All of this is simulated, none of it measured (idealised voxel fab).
process module | voxel capacitor over wiring
cross-section cut | 185 nm wide | cells 5 nm
A cross-section is a grid of square cells, given in bands from the top down. A band is one or more rows of cells.
Each band's line starts with the height of the band's top and of its bottom, in nm. Then come its materials from left to right, each with its width in nm. One material with "throughout" fills the band from edge to edge. "air" is empty space.
Height 0 is the level under which the wafer as received is all one material. The lowest band goes on downwards, as in "0 down".
A width such as "30 to 40" changes by the same amount from each row of cells to the next, from the band's top row to its bottom row.
"no change" after a step means that no cell of the cross-section changed.
closed voids: empty space of 8 cells or more with no open way to the top, each as width x height at its distance from the left edge, in nm
after a step's settings: what the simulator itself notes on the step
overlay nm, on a step with a mask: how far to the right of its planned place the mask lay; to the left if negative
plan
1 op RECEIVE | material Si
2 op CONFORMAL_DEP | material SiO2 | thk nm 15
3 op CONFORMAL_DEP | material SiCN | thk nm 5
4 op DIRECTIONAL_DEP | material lowk | thk nm 20
5 op DIRECTIONAL_DEP | material aC | thk nm 15
6 op PATTERN | tone open | mask id METAL_1 | material resist | width nm 20 | pitch nm 75 | thk nm 35 | overlay nm 0
7 op DIRECTIONAL_ETCH | etch materials aC | depth nm 15
8 op STRIP | etch materials resist
9 op DIRECTIONAL_ETCH | etch materials lowk | depth nm 20
10 op DIRECTIONAL_ETCH | etch materials SiCN | depth nm 5
11 op STRIP | etch materials aC
12 op CONFORMAL_DEP | material TiN | thk nm 5
13 op FILL_DEP | material W | thk nm 5
14 op CMP | height nm 40
15 op CONFORMAL_DEP | material SiCN | thk nm 5
16 op DIRECTIONAL_DEP | material SiO2 | thk nm 15
17 op PATTERN | tone open | mask id PLUG_1 | material resist | width nm 15 | thk nm 20 | overlay nm 0
18 op DIRECTIONAL_ETCH | etch materials SiO2 | depth nm 15
19 op DIRECTIONAL_ETCH | etch materials SiCN | depth nm 5
20 op STRIP | etch materials resist
21 op EPI | material Ru | thk nm 10
22 op EPI | material Ru | thk nm 10
23 op DIRECTIONAL_DEP | material TiN | thk nm 5
24 op DIRECTIONAL_DEP | material Al2O3 | thk nm 5
25 op DIRECTIONAL_DEP | material TiN | thk nm 5
26 op DIRECTIONAL_DEP | material aC | thk nm 15
27 op PATTERN | tone cover | mask id UPPER_PLATE | material resist | width nm 60 | thk nm 30 | overlay nm 0
28 op DIRECTIONAL_ETCH | etch materials aC | depth nm 15
29 op STRIP | etch materials resist
30 op DIRECTIONAL_ETCH | etch materials TiN | depth nm 5
31 op DIRECTIONAL_ETCH | etch materials Al2O3 | depth nm 5
32 op STRIP | etch materials aC
33 op PATTERN | tone cover | mask id LOWER_PLATE | material resist | width nm 70 | thk nm 20 | overlay nm 0
34 op DIRECTIONAL_ETCH | etch materials TiN | depth nm 5
35 op STRIP | etch materials resist
36 op FILL_DEP | material SiO2 | thk nm 15
37 op CMP | height nm 85
38 op MASKED_ETCH | tone open | mask id PLUG_2 | width nm 15 | etch materials SiO2 | depth nm 10 | overlay nm 0
39 op CONFORMAL_DEP | material TiN | thk nm 5
40 op FILL_DEP | material Ru | thk nm 5
41 op CMP | height nm 85
42 op CONFORMAL_DEP | material SiN | thk nm 5
as received, after step 1
  0 down: Si throughout
  closed voids: none
a wafer at the end: this start, this plan, one mistake
  90 to 85: SiN throughout
  85 to 80: SiO2 50 | TiN 25 | SiO2 110
  80 to 75: SiO2 50 | Al2O3 25 | SiO2 110
  75 to 70: SiO2 45 | TiN 65 | SiO2 75
  70 to 65: SiO2 40 | Ru 35 | Al2O3 35 | SiO2 75
  65 to 60: SiO2 40 | Ru 35 | TiN 40 | SiO2 70
  60 to 45: SiO2 50 | Ru 15 | SiO2 120
  45 to 40: SiCN 50 | Ru 15 | SiCN 120
  40 to 20: lowk 45 | TiN 5 | W 10 | TiN 5 | lowk 55 | TiN 5 | W 10 | TiN 5 | lowk 45
  20 to 15: SiCN 45 | TiN 20 | SiCN 55 | TiN 20 | SiCN 45
  15 to 0: SiO2 throughout
  0 down: Si throughout
  closed voids: none
what went wrong: one of the steps 21 and 22, which are alike, was run twice
